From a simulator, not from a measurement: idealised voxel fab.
Presented below is a process module, voxel wiring stack.
In the cross-section labelled cut, the width is 160 nm and each square cell is 5 nm.
Cross-section spec: square-cell grid; bands listed top down; each band is one or more rows.
Band: top height; bottom height; in nm. Then, left to right: material with width in nm, for each material. "throughout": a single material spanning edge to edge. "blank": empty space.
Basically, 0 is our baseline, since under it the wafer straight out of the box is all one material. The bottom band has no lower end and keeps on going down, so it looks like "0 down".
Note: "30->40" means the width goes from the first number (top row of the band) to the second number (bottom row) in equal steps per row of cells.
No cell of the cross-section changed in a step that is given as "nothing different".
"Listed closed voids" specifies each empty space that is not open to the top and that occupies no fewer than 8 cells, using the form width x height at distance, the distance measured from the left edge and all three quantities in nm.
The remark found on a step's line after its settings is issued by the simulator itself and pertains to that step.
"overlay nm" on a masked step: distance the mask lay right of its planned place, negative for left.
Each pair of cross-sections that follows straddles one process step: the one shows the state before the step, the other the state after it, down to the lowest band that changed and no further. The step in question, and its settings, are given under the pair. Note that a pair is not necessarily a continuation of the pair above it, since pairs can come from different runs of this module on the same starting wafer; it is a continuation only where its entry headed "Before the step" says so.

### Before the step
  160 to 145  aC=15 | blank=15 | aC=85 | blank=15 | aC=30
  145 to 135  lowk=15 | blank=15 | lowk=85 | blank=15 | lowk=30
  135 to 120  lowk=15 | aC=15 | lowk=85 | aC=15 | lowk=30
  120 to 115  SiCN throughout
  115 to 105  SiO2=15 | TiN=5 | Ru=15 | TiN=5 | SiO2=25 | TiN=5 | Ru=15 | TiN=5 | SiO2=25 | TiN=5 | Ru=15 | TiN=5 | SiO2=20
  105 to 100  SiO2=15 | TiN=5 | Ru=5 | TiN=15 | SiO2=25 | TiN=25 | SiO2=25 | TiN=5 | Ru=5 | TiN=15 | SiO2=20
  100 to 85  SiO2=15 | TiN=5 | Ru=5 | TiN=5 | SiO2=85 | TiN=5 | Ru=5 | TiN=5 | SiO2=30
  85 to 80  SiCN=15 | TiN=15 | SiCN=85 | TiN=15 | SiCN=30
  80 to 65  SiO2=15 | TiN=5 | Cu=15 | TiN=5 | SiO2=25 | TiN=5 | Cu=15 | TiN=5 | SiO2=25 | TiN=5 | Cu=15 | TiN=5 | SiO2=20
  65 to 60  SiO2=15 | TiN=5 | Cu=5 | TiN=15 | SiO2=25 | TiN=25 | SiO2=25 | TiN=5 | Cu=5 | TiN=15 | SiO2=20
  60 to 45  SiO2=15 | TiN=5 | Cu=5 | TiN=5 | SiO2=85 | TiN=5 | Cu=5 | TiN=5 | SiO2=30
  45 to 40  SiCN=15 | TiN=15 | SiCN=85 | TiN=15 | SiCN=30
  40 to 20  lowk=10 | SiN=5 | Ru=25 | SiN=5 | lowk=15 | SiN=5 | Ru=25 | SiN=5 | lowk=15 | SiN=5 | Ru=25 | SiN=5 | lowk=15
  20 to 15  SiN=15 | Ru=25 | SiN=25 | Ru=25 | SiN=25 | Ru=25 | SiN=20
  15 to 5  SiO2 throughout
  5 to 0  TiN throughout
  0 down  Si throughout
  Listed closed voids: none

### Post-Process View
  190 to 160  resist=15 | blank=25 | resist=25 | blank=25 | resist=25 | blank=25 | resist=20
  Rest of section, below 160: as before.
  Listed closed voids: none
Going from the before section above to the after section, the step was PATTERN | tone open | mask id METAL_4 | material resist | width nm 25 | pitch nm 50 | thk nm 30 | overlay nm 0

Before the step: no separate figure, the pair right above already shows it after its step.

### Post-Process View
  175 to 160  resist=15 | blank=25 | resist=25 | blank=25 | resist=25 | blank=25 | resist=20
  160 to 145  aC=15 | blank=25 | aC=25 | blank=25 | aC=25 | blank=25 | aC=20
  145 to 120  lowk=15 | blank=15 | lowk=85 | blank=15 | lowk=30
  Rest of section, below 120: as before.
  Listed closed voids: none
Going from the before section above to the after section, the step was DIRECTIONAL_ETCH | etch materials aC | depth nm 15

Before the step: no separate figure, the pair right above already shows it after its step.

### Post-Process View
  160 to 145  aC=15 | blank=25 | aC=25 | blank=25 | aC=25 | blank=25 | aC=20
  Rest of section, below 145: as before.
  Listed closed voids: none
Going from the before section above to the after section, the step was STRIP | etch materials resist

Before the step: no separate figure, the pair right above already shows it after its step.

### Post-Process View
  160 to 145  aC=15 | blank=25 | aC=25 | blank=25 | aC=25 | blank=25 | aC=20
  145 to 130  lowk=15 | blank=25 | lowk=25 | blank=25 | lowk=25 | blank=25 | lowk=20
  Rest of section, below 130: as before.
  Listed closed voids: none
Going from the before section above to the after section, the step was DIRECTIONAL_ETCH | etch materials lowk | depth nm 15

Before the step: no separate figure, the pair right above already shows it after its step.

### Post-Process View
  160 to 145  aC=15 | blank=25 | aC=25 | blank=25 | aC=25 | blank=25 | aC=20
  145 to 130  lowk=15 | blank=25 | lowk=25 | blank=25 | lowk=25 | blank=25 | lowk=20
  130 to 120  lowk=15 | blank=15 | lowk=85 | blank=15 | lowk=30
  120 to 115  SiCN=15 | blank=15 | SiCN=85 | blank=15 | SiCN=30
  Rest of section, below 115: as before.
  Listed closed voids: none
Going from the before section above to the after section, the step was DIRECTIONAL_ETCH | etch materials SiCN | depth nm 5

Before the step: no separate figure, the pair right above already shows it after its step.

### Post-Process View
  145 to 130  lowk=15 | blank=25 | lowk=25 | blank=25 | lowk=25 | blank=25 | lowk=20
  Rest of section, below 130: as before.
  Listed closed voids: none
Going from the before section above to the after section, the step was STRIP | etch materials aC

Before the step: no separate figure, the pair right above already shows it after its step.

### Post-Process View
  150 to 145  TiN=20 | blank=15 | TiN=35 | blank=15 | TiN=35 | blank=15 | TiN=25
  145 to 135  lowk=15 | TiN=5 | blank=15 | TiN=5 | lowk=25 | TiN=5 | blank=15 | TiN=5 | lowk=25 | TiN=5 | blank=15 | TiN=5 | lowk=20
  135 to 130  lowk=15 | TiN=5 | blank=5 | TiN=15 | lowk=25 | TiN=25 | lowk=25 | TiN=5 | blank=5 | TiN=15 | lowk=20
  130 to 120  lowk=15 | TiN=5 | blank=5 | TiN=5 | lowk=85 | TiN=5 | blank=5 | TiN=5 | lowk=30
  120 to 115  SiCN=15 | TiN=15 | SiCN=85 | TiN=15 | SiCN=30
  Rest of section, below 115: as before.
  Listed closed voids: none
Going from the before section above to the after section, the step was CONFORMAL_DEP | material TiN | thk nm 5

Before the step: no separate figure, the pair right above already shows it after its step.

### Post-Process View
  160 to 150  Ru throughout
  150 to 145  TiN=20 | Ru=15 | TiN=35 | Ru=15 | TiN=35 | Ru=15 | TiN=25
  145 to 135  lowk=15 | TiN=5 | Ru=15 | TiN=5 | lowk=25 | TiN=5 | Ru=15 | TiN=5 | lowk=25 | TiN=5 | Ru=15 | TiN=5 | lowk=20
  135 to 130  lowk=15 | TiN=5 | Ru=5 | TiN=15 | lowk=25 | TiN=25 | lowk=25 | TiN=5 | Ru=5 | TiN=15 | lowk=20
  130 to 120  lowk=15 | TiN=5 | Ru=5 | TiN=5 | lowk=85 | TiN=5 | Ru=5 | TiN=5 | lowk=30
  Rest of section, below 120: as before.
  Listed closed voids: none
Going from the before section above to the after section, the step was FILL_DEP | material Ru | thk nm 10

Before the step: no separate figure, the pair right above already shows it after its step.

### Post-Process View
  145 to 135  lowk=15 | TiN=5 | Ru=15 | TiN=5 | lowk=25 | TiN=5 | Ru=15 | TiN=5 | lowk=25 | TiN=5 | Ru=15 | TiN=5 | lowk=20
  Rest of section, below 135: as before.
  Listed closed voids: none
Going from the before section above to the after section, the step was CMP | height nm 145

Before the step: no separate figure, the pair right above already shows it after its step.

### Post-Process View
  150 to 145  SiN throughout
  Rest of section, below 145: as before.
  Listed closed voids: none
Going from the before section above to the after section, the step was CONFORMAL_DEP | material SiN | thk nm 5

### Before the step
  95 to 80  resist=15 | blank=25 | resist=25 | blank=25 | resist=25 | blank=25 | resist=20
  80 to 45  SiO2=15 | blank=15 | SiO2=85 | blank=15 | SiO2=30
  45 to 40  SiCN throughout
  40 to 15  lowk=10 | SiN=5 | Ru=25 | SiN=5 | lowk=15 | SiN=5 | Ru=25 | SiN=5 | lowk=15 | SiN=5 | Ru=25 | SiN=5 | lowk=15
  15 to 10  SiN=15 | TiN=25 | SiN=25 | TiN=25 | SiN=25 | TiN=25 | SiN=20
  10 to 0  SiO2 throughout
  0 down  Si throughout
  Listed closed voids: none

### Post-Process View
  95 to 80  resist=15 | blank=25 | resist=25 | blank=25 | resist=25 | blank=25 | resist=20
  80 to 55  SiO2=15 | blank=25 | SiO2=25 | blank=25 | SiO2=25 | blank=25 | SiO2=20
  Rest of section, below 55: as before.
  Listed closed voids: none
Going from the before section above to the after section, the step was DIRECTIONAL_ETCH | etch materials SiO2 | depth nm 25

Before the step: no separate figure, the pair right above already shows it after its step.

### Post-Process View
  95 to 80  resist=15 | blank=25 | resist=25 | blank=25 | resist=25 | blank=25 | resist=20
  80 to 55  SiO2=15 | blank=25 | SiO2=25 | blank=25 | SiO2=25 | blank=25 | SiO2=20
  55 to 45  SiO2=15 | blank=15 | SiO2=85 | blank=15 | SiO2=30
  45 to 40  SiCN=15 | blank=15 | SiCN=85 | blank=15 | SiCN=30
  Rest of section, below 40: as before.
  Listed closed voids: none
Going from the before section above to the after section, the step was DIRECTIONAL_ETCH | etch materials SiCN | depth nm 5

Before the step: no separate figure, the pair right above already shows it after its step.

### Post-Process View
  80 to 55  SiO2=15 | blank=25 | SiO2=25 | blank=25 | SiO2=25 | blank=25 | SiO2=20
  Rest of section, below 55: as before.
  Listed closed voids: none
Going from the before section above to the after section, the step was STRIP | etch materials resist

Before the step: no separate figure, the pair right above already shows it after its step.

### Post-Process View
  85 to 80  TiN=20 | blank=15 | TiN=35 | blank=15 | TiN=35 | blank=15 | TiN=25
  80 to 60  SiO2=15 | TiN=5 | blank=15 | TiN=5 | SiO2=25 | TiN=5 | blank=15 | TiN=5 | SiO2=25 | TiN=5 | blank=15 | TiN=5 | SiO2=20
  60 to 55  SiO2=15 | TiN=5 | blank=5 | TiN=15 | SiO2=25 | TiN=25 | SiO2=25 | TiN=5 | blank=5 | TiN=15 | SiO2=20
  55 to 45  SiO2=15 | TiN=5 | blank=5 | TiN=5 | SiO2=85 | TiN=5 | blank=5 | TiN=5 | SiO2=30
  45 to 40  SiCN=15 | TiN=15 | SiCN=85 | TiN=15 | SiCN=30
  Rest of section, below 40: as before.
  Listed closed voids: none
Going from the before section above to the after section, the step was CONFORMAL_DEP | material TiN | thk nm 5

Before the step: no separate figure, the pair right above already shows it after its step.

### Post-Process View
  95 to 85  Cu throughout
  85 to 80  TiN=20 | Cu=15 | TiN=35 | Cu=15 | TiN=35 | Cu=15 | TiN=25
  80 to 60  SiO2=15 | TiN=5 | Cu=15 | TiN=5 | SiO2=25 | TiN=5 | Cu=15 | TiN=5 | SiO2=25 | TiN=5 | Cu=15 | TiN=5 | SiO2=20
  60 to 55  SiO2=15 | TiN=5 | Cu=5 | TiN=15 | SiO2=25 | TiN=25 | SiO2=25 | TiN=5 | Cu=5 | TiN=15 | SiO2=20
  55 to 45  SiO2=15 | TiN=5 | Cu=5 | TiN=5 | SiO2=85 | TiN=5 | Cu=5 | TiN=5 | SiO2=30
  Rest of section, below 45: as before.
  Listed closed voids: none
Going from the before section above to the after section, the step was FILL_DEP | material Cu | thk nm 10

Before the step: no separate figure, the pair right above already shows it after its step.

### Post-Process View
  80 to 60  SiO2=15 | TiN=5 | Cu=15 | TiN=5 | SiO2=25 | TiN=5 | Cu=15 | TiN=5 | SiO2=25 | TiN=5 | Cu=15 | TiN=5 | SiO2=20
  Rest of section, below 60: as before.
  Listed closed voids: none
Going from the before section above to the after section, the step was CMP | height nm 80

Before the step: no separate figure, the pair right above already shows it after its step.

### Post-Process View
  85 to 80  SiCN throughout
  Rest of section, below 80: as before.
  Listed closed voids: none
Going from the before section above to the after section, the step was CONFORMAL_DEP | material SiCN | thk nm 5

Before the step: no separate figure, the pair right above already shows it after its step.

### Post-Process View
  115 to 85  SiO2 throughout
  Rest of section, below 85: as before.
  Listed closed voids: none
Going from the before section above to the after section, the step was DIRECTIONAL_DEP | material SiO2 | thk nm 30

Before the step: no separate figure, the pair right above already shows it after its step.

### Post-Process View
  115 to 100  SiO2=15 | blank=25 | SiO2=25 | blank=25 | SiO2=25 | blank=25 | SiO2=20
  Rest of section, below 100: as before.
  Listed closed voids: none
Going from the before section above to the after section, the step was MASKED_ETCH | tone open | mask id METAL_3 | width nm 25 | pitch nm 50 | etch materials SiO2 | depth nm 15 | overlay nm 0

Before the step: no separate figure, the pair right above already shows it after its step.

### Post-Process View
  125 to 115  aC=15 | blank=25 | aC=25 | blank=25 | aC=25 | blank=25 | aC=20
  115 to 110  SiO2=15 | blank=25 | SiO2=25 | blank=25 | SiO2=25 | blank=25 | SiO2=20
  110 to 100  SiO2=15 | aC=25 | SiO2=25 | aC=25 | SiO2=25 | aC=25 | SiO2=20
  Rest of section, below 100: as before.
  Listed closed voids: none
Going from the before section above to the after section, the step was DIRECTIONAL_DEP | material aC | thk nm 10

Before the step: no separate figure, the pair right above already shows it after its step.

### Post-Process View
  155 to 125  resist=15 | blank=15 | resist=85 | blank=15 | resist=30
  125 to 115  aC=15 | blank=15 | resist=10 | aC=25 | resist=25 | aC=25 | blank=15 | resist=10 | aC=20
  115 to 110  SiO2=15 | blank=15 | resist=10 | SiO2=25 | resist=25 | SiO2=25 | blank=15 | resist=10 | SiO2=20
  Rest of section, below 110: as before.
  Listed closed voids: none
Going from the before section above to the after section, the step was PATTERN | tone open | mask id METAL_3_HOLES | material resist | width nm 15 | pitch nm 100 | thk nm 30 | overlay nm 0

Before the step: no separate figure, the pair right above already shows it after its step.

### Post-Process View
  145 to 125  resist=15 | blank=15 | resist=85 | blank=15 | resist=30
  125 to 115  aC=15 | blank=15 | resist=10 | aC=25 | resist=25 | aC=25 | blank=15 | resist=10 | aC=20
  115 to 110  SiO2=15 | blank=15 | resist=10 | SiO2=25 | resist=25 | SiO2=25 | blank=15 | resist=10 | SiO2=20
  110 to 100  SiO2=15 | blank=15 | aC=10 | SiO2=25 | aC=25 | SiO2=25 | blank=15 | aC=10 | SiO2=20
  Rest of section, below 100: as before.
  Listed closed voids: none
Going from the before section above to the after section, the step was DIRECTIONAL_ETCH | etch materials aC | depth nm 10

Before the step: no separate figure, the pair right above already shows it after its step.

### Post-Process View
  125 to 115  aC=15 | blank=25 | aC=25 | blank=25 | aC=25 | blank=25 | aC=20
  115 to 110  SiO2=15 | blank=25 | SiO2=25 | blank=25 | SiO2=25 | blank=25 | SiO2=20
  Rest of section, below 110: as before.
  Listed closed voids: none
Going from the before section above to the after section, the step was STRIP | etch materials resist

Before the step: no separate figure, the pair right above already shows it after its step.

### Post-Process View
  125 to 115  aC=15 | blank=25 | aC=25 | blank=25 | aC=25 | blank=25 | aC=20
  115 to 110  SiO2=15 | blank=25 | SiO2=25 | blank=25 | SiO2=25 | blank=25 | SiO2=20
  110 to 100  SiO2=15 | blank=15 | aC=10 | SiO2=25 | aC=25 | SiO2=25 | blank=15 | aC=10 | SiO2=20
  100 to 85  SiO2=15 | blank=15 | SiO2=85 | blank=15 | SiO2=30
  Rest of section, below 85: as before.
  Listed closed voids: none
Going from the before section above to the after section, the step was DIRECTIONAL_ETCH | etch materials SiO2 | depth nm 15

Before the step: no separate figure, the pair right above already shows it after its step.

### Post-Process View
  125 to 115  aC=15 | blank=25 | aC=25 | blank=25 | aC=25 | blank=25 | aC=20
  115 to 110  SiO2=15 | blank=25 | SiO2=25 | blank=25 | SiO2=25 | blank=25 | SiO2=20
  110 to 100  SiO2=15 | blank=15 | aC=10 | SiO2=25 | aC=25 | SiO2=25 | blank=15 | aC=10 | SiO2=20
  100 to 85  SiO2=15 | blank=15 | SiO2=85 | blank=15 | SiO2=30
  85 to 80  SiCN=15 | blank=15 | SiCN=85 | blank=15 | SiCN=30
  Rest of section, below 80: as before.
  Listed closed voids: none
Going from the before section above to the after section, the step was DIRECTIONAL_ETCH | etch materials SiCN | depth nm 5

Before the step: no separate figure, the pair right above already shows it after its step.

### Post-Process View
  115 to 100  SiO2=15 | blank=25 | SiO2=25 | blank=25 | SiO2=25 | blank=25 | SiO2=20
  Rest of section, below 100: as before.
  Listed closed voids: none
Going from the before section above to the after section, the step was STRIP | etch materials aC

Before the step: no separate figure, the pair right above already shows it after its step.

### Post-Process View
  120 to 115  TiN=20 | blank=15 | TiN=35 | blank=15 | TiN=35 | blank=15 | TiN=25
  115 to 105  SiO2=15 | TiN=5 | blank=15 | TiN=5 | SiO2=25 | TiN=5 | blank=15 | TiN=5 | SiO2=25 | TiN=5 | blank=15 | TiN=5 | SiO2=20
  105 to 100  SiO2=15 | TiN=5 | blank=5 | TiN=15 | SiO2=25 | TiN=25 | SiO2=25 | TiN=5 | blank=5 | TiN=15 | SiO2=20
  100 to 85  SiO2=15 | TiN=5 | blank=5 | TiN=5 | SiO2=85 | TiN=5 | blank=5 | TiN=5 | SiO2=30
  85 to 80  SiCN=15 | TiN=15 | SiCN=85 | TiN=15 | SiCN=30
  Rest of section, below 80: as before.
  Listed closed voids: none
Going from the before section above to the after section, the step was CONFORMAL_DEP | material TiN | thk nm 5

Before the step: no separate figure, the pair right above already shows it after its step.

### Post-Process View
  125 to 120  Ru throughout
  120 to 115  TiN=20 | Ru=15 | TiN=35 | Ru=15 | TiN=35 | Ru=15 | TiN=25
  115 to 105  SiO2=15 | TiN=5 | Ru=15 | TiN=5 | SiO2=25 | TiN=5 | Ru=15 | TiN=5 | SiO2=25 | TiN=5 | Ru=15 | TiN=5 | SiO2=20
  105 to 100  SiO2=15 | TiN=5 | Ru=5 | TiN=15 | SiO2=25 | TiN=25 | SiO2=25 | TiN=5 | Ru=5 | TiN=15 | SiO2=20
  100 to 85  SiO2=15 | TiN=5 | Ru=5 | TiN=5 | SiO2=85 | TiN=5 | Ru=5 | TiN=5 | SiO2=30
  Rest of section, below 85: as before.
  Listed closed voids: none
Going from the before section above to the after section, the step was FILL_DEP | material Ru | thk nm 5

Before the step: no separate figure, the pair right above already shows it after its step.

### Post-Process View
  115 to 105  SiO2=15 | TiN=5 | Ru=15 | TiN=5 | SiO2=25 | TiN=5 | Ru=15 | TiN=5 | SiO2=25 | TiN=5 | Ru=15 | TiN=5 | SiO2=20
  Rest of section, below 105: as before.
  Listed closed voids: none
Going from the before section above to the after section, the step was CMP | height nm 115

Before the step: no separate figure, the pair right above already shows it after its step.

### Post-Process View
  120 to 115  SiCN throughout
  Rest of section, below 115: as before.
  Listed closed voids: none
Going from the before section above to the after section, the step was CONFORMAL_DEP | material SiCN | thk nm 5

Before the step: no separate figure, the pair right above already shows it after its step.

### Post-Process View
  145 to 120  lowk throughout
  Rest of section, below 120: as before.
  Listed closed voids: none
Going from the before section above to the after section, the step was DIRECTIONAL_DEP | material lowk | thk nm 25

Before the step: no separate figure, the pair right above already shows it after its step.

### Post-Process View
  160 to 145  aC throughout
  Rest of section, below 145: as before.
  Listed closed voids: none
Going from the before section above to the after section, the step was DIRECTIONAL_DEP | material aC | thk nm 15

Before the step: no separate figure, the pair right above already shows it after its step.

### Post-Process View
  190 to 160  resist=15 | blank=15 | resist=85 | blank=15 | resist=30
  Rest of section, below 160: as before.
  Listed closed voids: none
Going from the before section above to the after section, the step was PATTERN | tone open | mask id METAL_4_HOLES | material resist | width nm 15 | pitch nm 100 | thk nm 30 | overlay nm 0

Before the step: no separate figure, the pair right above already shows it after its step.

### Post-Process View
  175 to 160  resist=15 | blank=15 | resist=85 | blank=15 | resist=30
  160 to 145  aC=15 | blank=15 | aC=85 | blank=15 | aC=30
  Rest of section, below 145: as before.
  Listed closed voids: none
Going from the before section above to the after section, the step was DIRECTIONAL_ETCH | etch materials aC | depth nm 15

Before the step: no separate figure, the pair right above already shows it after its step.

### Post-Process View
  160 to 145  aC=15 | blank=15 | aC=85 | blank=15 | aC=30
  Rest of section, below 145: as before.
  Listed closed voids: none
Going from the before section above to the after section, the step was STRIP | etch materials resist

Before the step: no separate figure, the pair right above already shows it after its step.

### Post-Process View
  160 to 145  aC=15 | blank=15 | aC=85 | blank=15 | aC=30
  145 to 120  lowk=15 | blank=15 | lowk=85 | blank=15 | lowk=30
  Rest of section, below 120: as before.
  Listed closed voids: none
Going from the before section above to the after section, the step was DIRECTIONAL_ETCH | etch materials lowk | depth nm 25

Before the step: no separate figure, the pair right above already shows it after its step.

### Post-Process View
  145 to 120  lowk=15 | blank=15 | lowk=85 | blank=15 | lowk=30
  Rest of section, below 120: as before.
  Listed closed voids: none
Going from the before section above to the after section, the step was STRIP | etch materials aC

Before the step: no separate figure, the pair right above already shows it after its step.

### Post-Process View
  160 to 145  aC=15 | blank=15 | aC=85 | blank=15 | aC=30
  145 to 135  lowk=15 | blank=15 | lowk=85 | blank=15 | lowk=30
  135 to 120  lowk=15 | aC=15 | lowk=85 | aC=15 | lowk=30
  Rest of section, below 120: as before.
  Listed closed voids: none
Going from the before section above to the after section, the step was DIRECTIONAL_DEP | material aC | thk nm 15

Before the step: no separate figure, the pair right above already shows it after its step.

### Post-Process View
  190 to 160  resist=15 | blank=25 | resist=25 | blank=25 | resist=25 | blank=25 | resist=20
  Rest of section, below 160: as before.
  Listed closed voids: none
Going from the before section above to the after section, the step was PATTERN | tone open | mask id METAL_4 | material resist | width nm 25 | pitch nm 50 | thk nm 30 | overlay nm 0

Before the step: no separate figure, the pair right above already shows it after its step.

### Post-Process View
  175 to 160  resist=15 | blank=25 | resist=25 | blank=25 | resist=25 | blank=25 | resist=20
  160 to 145  aC=15 | blank=25 | aC=25 | blank=25 | aC=25 | blank=25 | aC=20
  145 to 120  lowk=15 | blank=15 | lowk=85 | blank=15 | lowk=30
  Rest of section, below 120: as before.
  Listed closed voids: none
Going from the before section above to the after section, the step was DIRECTIONAL_ETCH | etch materials aC | depth nm 15

Before the step: no separate figure, the pair right above already shows it after its step.

### Post-Process View
  160 to 145  aC=15 | blank=25 | aC=25 | blank=25 | aC=25 | blank=25 | aC=20
  Rest of section, below 145: as before.
  Listed closed voids: none
Going from the before section above to the after section, the step was STRIP | etch materials resist

Before the step: no separate figure, the pair right above already shows it after its step.

### Post-Process View
  160 to 145  aC=15 | blank=25 | aC=25 | blank=25 | aC=25 | blank=25 | aC=20
  145 to 130  lowk=15 | blank=25 | lowk=25 | blank=25 | lowk=25 | blank=25 | lowk=20
  Rest of section, below 130: as before.
  Listed closed voids: none
Going from the before section above to the after section, the step was DIRECTIONAL_ETCH | etch materials lowk | depth nm 15

Before the step: no separate figure, the pair right above already shows it after its step.

### Post-Process View
  160 to 145  aC=15 | blank=25 | aC=25 | blank=25 | aC=25 | blank=25 | aC=20
  145 to 130  lowk=15 | blank=25 | lowk=25 | blank=25 | lowk=25 | blank=25 | lowk=20
  130 to 120  lowk=15 | blank=15 | lowk=85 | blank=15 | lowk=30
  120 to 115  SiCN=15 | blank=15 | SiCN=85 | blank=15 | SiCN=30
  Rest of section, below 115: as before.
  Listed closed voids: none
Going from the before section above to the after section, the step was DIRECTIONAL_ETCH | etch materials SiCN | depth nm 5

Before the step: no separate figure, the pair right above already shows it after its step.

### Post-Process View
  145 to 130  lowk=15 | blank=25 | lowk=25 | blank=25 | lowk=25 | blank=25 | lowk=20
  Rest of section, below 130: as before.
  Listed closed voids: none
Going from the before section above to the after section, the step was STRIP | etch materials aC

Before the step: no separate figure, the pair right above already shows it after its step.

### Post-Process View
  150 to 145  TiN=20 | blank=15 | TiN=35 | blank=15 | TiN=35 | blank=15 | TiN=25
  145 to 135  lowk=15 | TiN=5 | blank=15 | TiN=5 | lowk=25 | TiN=5 | blank=15 | TiN=5 | lowk=25 | TiN=5 | blank=15 | TiN=5 | lowk=20
  135 to 130  lowk=15 | TiN=5 | blank=5 | TiN=15 | lowk=25 | TiN=25 | lowk=25 | TiN=5 | blank=5 | TiN=15 | lowk=20
  130 to 120  lowk=15 | TiN=5 | blank=5 | TiN=5 | lowk=85 | TiN=5 | blank=5 | TiN=5 | lowk=30
  120 to 115  SiCN=15 | TiN=15 | SiCN=85 | TiN=15 | SiCN=30
  Rest of section, below 115: as before.
  Listed closed voids: none
Going from the before section above to the after section, the step was CONFORMAL_DEP | material TiN | thk nm 5

Before the step: no separate figure, the pair right above already shows it after its step.

### Post-Process View
  160 to 150  Ru throughout
  150 to 145  TiN=20 | Ru=15 | TiN=35 | Ru=15 | TiN=35 | Ru=15 | TiN=25
  145 to 135  lowk=15 | TiN=5 | Ru=15 | TiN=5 | lowk=25 | TiN=5 | Ru=15 | TiN=5 | lowk=25 | TiN=5 | Ru=15 | TiN=5 | lowk=20
  135 to 130  lowk=15 | TiN=5 | Ru=5 | TiN=15 | lowk=25 | TiN=25 | lowk=25 | TiN=5 | Ru=5 | TiN=15 | lowk=20
  130 to 120  lowk=15 | TiN=5 | Ru=5 | TiN=5 | lowk=85 | TiN=5 | Ru=5 | TiN=5 | lowk=30
  Rest of section, below 120: as before.
  Listed closed voids: none
Going from the before section above to the after section, the step was FILL_DEP | material Ru | thk nm 10

Before the step: no separate figure, the pair right above already shows it after its step.

### Post-Process View
  145 to 135  lowk=15 | TiN=5 | Ru=15 | TiN=5 | lowk=25 | TiN=5 | Ru=15 | TiN=5 | lowk=25 | TiN=5 | Ru=15 | TiN=5 | lowk=20
  Rest of section, below 135: as before.
  Listed closed voids: none
Going from the before section above to the after section, the step was CMP | height nm 145

Before the step: no separate figure, the pair right above already shows it after its step.

### Post-Process View
  150 to 145  SiN throughout
  Rest of section, below 145: as before.
  Listed closed voids: none
Going from the before section above to the after section, the step was CONFORMAL_DEP | material SiN | thk nm 5

### Before the step
  40 to 15  Ru throughout
  15 to 10  TiN throughout
  10 to 0  SiO2 throughout
  0 down  Si throughout
  Listed closed voids: none

### Post-Process View
  40 to 15  blank=20 | Ru=20 | blank=30 | Ru=20 | blank=30 | Ru=20 | blank=20
  Rest of section, below 15: as before.
  Listed closed voids: none
Going from the before section above to the after section, the step was MASKED_ETCH | tone cover | mask id METAL_1 | width nm 20 | pitch nm 50 | etch materials Ru | depth nm 25 | overlay nm 0

Before the step: no separate figure, the pair right above already shows it after its step.

### Post-Process View
  40 to 15  blank=20 | Ru=20 | blank=30 | Ru=20 | blank=30 | Ru=20 | blank=20
  15 to 10  blank=15 | TiN=25 | blank=25 | TiN=25 | blank=25 | TiN=25 | blank=20
  Rest of section, below 10: as before.
  Listed closed voids: none
Going from the before section above to the after section, the step was MASKED_ETCH | tone cover | mask id METAL_1 | width nm 25 | pitch nm 50 | etch materials TiN | depth nm 5 | overlay nm 0

Before the step: no separate figure, the pair right above already shows it after its step.

### Post-Process View
  45 to 40  blank=15 | SiN=30 | blank=20 | SiN=30 | blank=20 | SiN=30 | blank=15
  40 to 20  blank=15 | SiN=5 | Ru=20 | SiN=5 | blank=20 | SiN=5 | Ru=20 | SiN=5 | blank=20 | SiN=5 | Ru=20 | SiN=5 | blank=15
  20 to 15  blank=10 | SiN=10 | Ru=20 | SiN=5 | blank=15 | SiN=10 | Ru=20 | SiN=5 | blank=15 | SiN=10 | Ru=20 | SiN=5 | blank=15
  15 to 10  SiN=15 | TiN=25 | SiN=25 | TiN=25 | SiN=25 | TiN=25 | SiN=20
  Rest of section, below 10: as before.
  Listed closed voids: none
Going from the before section above to the after section, the step was CONFORMAL_DEP | material SiN | thk nm 5

Before the step: no separate figure, the pair right above already shows it after its step.

### Post-Process View
  50 to 45  lowk throughout
  45 to 40  lowk=15 | SiN=30 | lowk=20 | SiN=30 | lowk=20 | SiN=30 | lowk=15
  40 to 20  lowk=15 | SiN=5 | Ru=20 | SiN=5 | lowk=20 | SiN=5 | Ru=20 | SiN=5 | lowk=20 | SiN=5 | Ru=20 | SiN=5 | lowk=15
  20 to 15  lowk=10 | SiN=10 | Ru=20 | SiN=5 | lowk=15 | SiN=10 | Ru=20 | SiN=5 | lowk=15 | SiN=10 | Ru=20 | SiN=5 | lowk=15
  Rest of section, below 15: as before.
  Listed closed voids: none
Going from the before section above to the after section, the step was FILL_DEP | material lowk | thk nm 5

Before the step: no separate figure, the pair right above already shows it after its step.

### Post-Process View
  40 to 20  lowk=15 | SiN=5 | Ru=20 | SiN=5 | lowk=20 | SiN=5 | Ru=20 | SiN=5 | lowk=20 | SiN=5 | Ru=20 | SiN=5 | lowk=15
  Rest of section, below 20: as before.
  Listed closed voids: none
Going from the before section above to the after section, the step was CMP | height nm 40

Before the step: no separate figure, the pair right above already shows it after its step.

### Post-Process View
  45 to 40  SiCN throughout
  Rest of section, below 40: as before.
  Listed closed voids: none
Going from the before section above to the after section, the step was CONFORMAL_DEP | material SiCN | thk nm 5

Before the step: no separate figure, the pair right above already shows it after its step.

### Post-Process View
  80 to 45  SiO2 throughout
  Rest of section, below 45: as before.
  Listed closed voids: none
Going from the before section above to the after section, the step was DIRECTIONAL_DEP | material SiO2 | thk nm 35

Before the step: no separate figure, the pair right above already shows it after its step.

### Post-Process View
  90 to 80  aC throughout
  Rest of section, below 80: as before.
  Listed closed voids: none
Going from the before section above to the after section, the step was DIRECTIONAL_DEP | material aC | thk nm 10

Before the step: no separate figure, the pair right above already shows it after its step.

### Post-Process View
  120 to 90  resist=15 | blank=15 | resist=85 | blank=15 | resist=30
  Rest of section, below 90: as before.
  Listed closed voids: none
Going from the before section above to the after section, the step was PATTERN | tone open | mask id METAL_2_HOLES | material resist | width nm 15 | pitch nm 100 | thk nm 30 | overlay nm 0

Before the step: no separate figure, the pair right above already shows it after its step.

### Post-Process View
  110 to 90  resist=15 | blank=15 | resist=85 | blank=15 | resist=30
  90 to 80  aC=15 | blank=15 | aC=85 | blank=15 | aC=30
  Rest of section, below 80: as before.
  Listed closed voids: none
Going from the before section above to the after section, the step was DIRECTIONAL_ETCH | etch materials aC | depth nm 10

Before the step: no separate figure, the pair right above already shows it after its step.

### Post-Process View
  90 to 80  aC=15 | blank=15 | aC=85 | blank=15 | aC=30
  Rest of section, below 80: as before.
  Listed closed voids: none
Going from the before section above to the after section, the step was STRIP | etch materials resist

Before the step: no separate figure, the pair right above already shows it after its step.

### Post-Process View
  90 to 80  aC=15 | blank=15 | aC=85 | blank=15 | aC=30
  80 to 45  SiO2=15 | blank=15 | SiO2=85 | blank=15 | SiO2=30
  Rest of section, below 45: as before.
  Listed closed voids: none
Going from the before section above to the after section, the step was DIRECTIONAL_ETCH | etch materials SiO2 | depth nm 35
